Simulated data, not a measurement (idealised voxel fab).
process module | voxel lift off
185 nm wide, 5 nm square cells: that's cross-section cut.
How to read a cross-section here: the picture is a grid of square cells, written as bands going from the top down, and any band can span one or more rows of cells. Look at the band entry: it leads with the top's height and the bottom's height in nm. Then it lists the materials left to right, with a width in nm for each. The word "all across" on a single material says that material fills the band edge to edge. The word "blank" is empty space. The reference from which all heights are counted is 0, the level beneath which the as-received wafer is entirely one material; the lowest band, having no lower bound, proceeds downward and is written after the example "0 -> down". With a width like "30..40", each row of cells in the band differs from the next by the same amount, the top row carrying the first number and the bottom row the second. "nothing changed" (step): cross-section cells unchanged, all of them. The list in "Sealed cavities" covers empty spaces of 8 cells or more that cannot reach the top through any open way, and it gives each as width x height at distance; the distance is from the left edge, and width, height and distance are in nm. Whatever follows a step's settings on its line is a remark the simulator itself makes about that step. overlay nm: for a step with a mask, the amount by which the mask lay right of where it was planned; a negative amount means left of it.

[So here's the lineup of process steps we planned]
1: RECEIVE, material Si
2: CONFORMAL_DEP, material SiO2, thk nm 15
3: PATTERN, tone open, mask id LINES, material resist, width nm 25, pitch nm 55, thk nm 25, overlay nm 0
4: DIRECTIONAL_DEP, material Ru, thk nm 10
5: STRIP, etch materials resist
6: CONFORMAL_DEP, material SiO2, thk nm 10

[First wafer, two in total, run as planned]

[The cross-section here shows the wafer as received, i.e. in its state after step 1]
	0 -> down  Si all across
	Sealed cavities: none

[Cross-section of the wafer after step 2]
	15 -> 0  SiO2 all across
	below 0: unchanged

[Cross-section of the wafer after step 3]
	40 -> 15  resist (50) | blank (25) | resist (30) | blank (25) | resist (55)
	below 15: unchanged

[Cross-section of the wafer after step 4]
	50 -> 40  Ru (50) | blank (25) | Ru (30) | blank (25) | Ru (55)
	40 -> 25  resist (50) | blank (25) | resist (30) | blank (25) | resist (55)
	25 -> 15  resist (50) | Ru (25) | resist (30) | Ru (25) | resist (55)
	below 15: unchanged

[Cross-section of the wafer after step 5]
	25 -> 15  blank (50) | Ru (25) | blank (30) | Ru (25) | blank (55)
	below 15: unchanged

[Cross-section of the wafer after step 6]
	35 -> 25  blank (40) | SiO2 (45) | blank (10) | SiO2 (45) | blank (45)
	25 -> 15  SiO2 (50) | Ru (25) | SiO2 (30) | Ru (25) | SiO2 (55)
	below 15: unchanged

[Okay, second wafer. Nothing different at the start, nothing different in the plan, just one mistake somewhere in the running. As far as step 3, counting that step, it's the first wafer all over again]

Planned end of step 4: second wafer, cross-section: nothing changed

[Planned end of step 5: second wafer, cross-section]
	15 -> 0  SiO2 all across
	below 0: unchanged

[Planned end of step 6: second wafer, cross-section]
	25 -> 0  SiO2 all across
	below 0: unchanged
It is concluded that the wafer was processed incorrectly with respect to the plan, in that execution of step 4 of the plan did not take place, the step having been omitted
Wrapping up, a cell-based count of both wafers puts the second over or under the first for these materials: Ru -20 | SiO2 -16
